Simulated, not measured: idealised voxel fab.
Documented hereafter: the process module known as voxel ribs on slabs.
The cross-section shown here is cut; it is 280 nm wide and divided into square cells measuring 5 nm on a side.
In this document a cross-section is written as a grid of square cells. It is given as a series of bands, listed from the top down, and a band is one or more rows of cells.
Basically the band line says how high the top is and how high the bottom is, in nm, and then what's in it from left to right, every material with its width in nm. Empty space shows up as "air", and if a single material carries "full width" it runs the full band edge to edge.
Heights from 0 (as-received wafer is one material below). Bottom band endless downward, as "0 -> down".
The expression "30..40" gives the width at the extremes of the band, the first number at its top row of cells and the second at its bottom row, with the width changing by equal amounts from each row to the next in between.
Key: "stayed the same" - step with no changed cell in the cross-section.
Under "Sealed void inventory" you'll find the enclosed gaps, the ones with no way out to the top, that are 8 cells or bigger; each reads width x height at distance, with distance counted from the left edge, everything in nm.
Post-settings text on a step line: simulator's own remark regarding the step.
The setting "overlay nm" may be written on the line of a step. When the step uses a mask, the value reports how far to the right of the planned place the mask lay, and a negative value reports that it lay to the left.
## plan
1: RECEIVE,material Si
2: DIRECTIONAL_DEP,material SiO2,thk nm 30
3: DIRECTIONAL_DEP,material SiN,thk nm 20
4: PATTERN,tone cover,mask id RIB,material resist,width nm 15,thk nm 15,overlay nm -15
5: DIRECTIONAL_ETCH,etch materials SiN,depth nm 10
6: STRIP,etch materials resist
7: MASKED_ETCH,tone cover,mask id SLAB,width nm 45,etch materials SiN,depth nm 10,overlay nm 0
8: FILL_DEP,material SiO2,thk nm 20
9: CMP,height nm 60
10: DIRECTIONAL_DEP,material W,thk nm 5
11: MASKED_ETCH,tone cover,mask id HEATER,width nm 25,etch materials W,depth nm 5,overlay nm 0
12: CONFORMAL_DEP,material SiO2,thk nm 5
Don't read the plan's overlay nm for step 4 as applying to every wafer: that's the first wafer's value, and the wafers differ in it, though they all start identical.
## The first of several wafers, as received after step 1, seen in section
> 0 -> down | Si full width
> Sealed void inventory: none
## Gained (+) or lost (-) cells of each material since receipt, then closed voids: one row per wafer, at the end of the module
overlay nm -15; +24 SiN; +706 SiO2; +5 W; Sealed void inventory: none
overlay nm -10; +24 SiN; +706 SiO2; +5 W; Sealed void inventory: none
overlay nm -5; +24 SiN; +706 SiO2; +5 W; Sealed void inventory: none
overlay nm 0; +24 SiN; +706 SiO2; +5 W; Sealed void inventory: none
overlay nm 5; +24 SiN; +706 SiO2; +5 W; Sealed void inventory: none
overlay nm 10; +24 SiN; +706 SiO2; +5 W; Sealed void inventory: none
overlay nm 15; +24 SiN; +706 SiO2; +5 W; Sealed void inventory: none
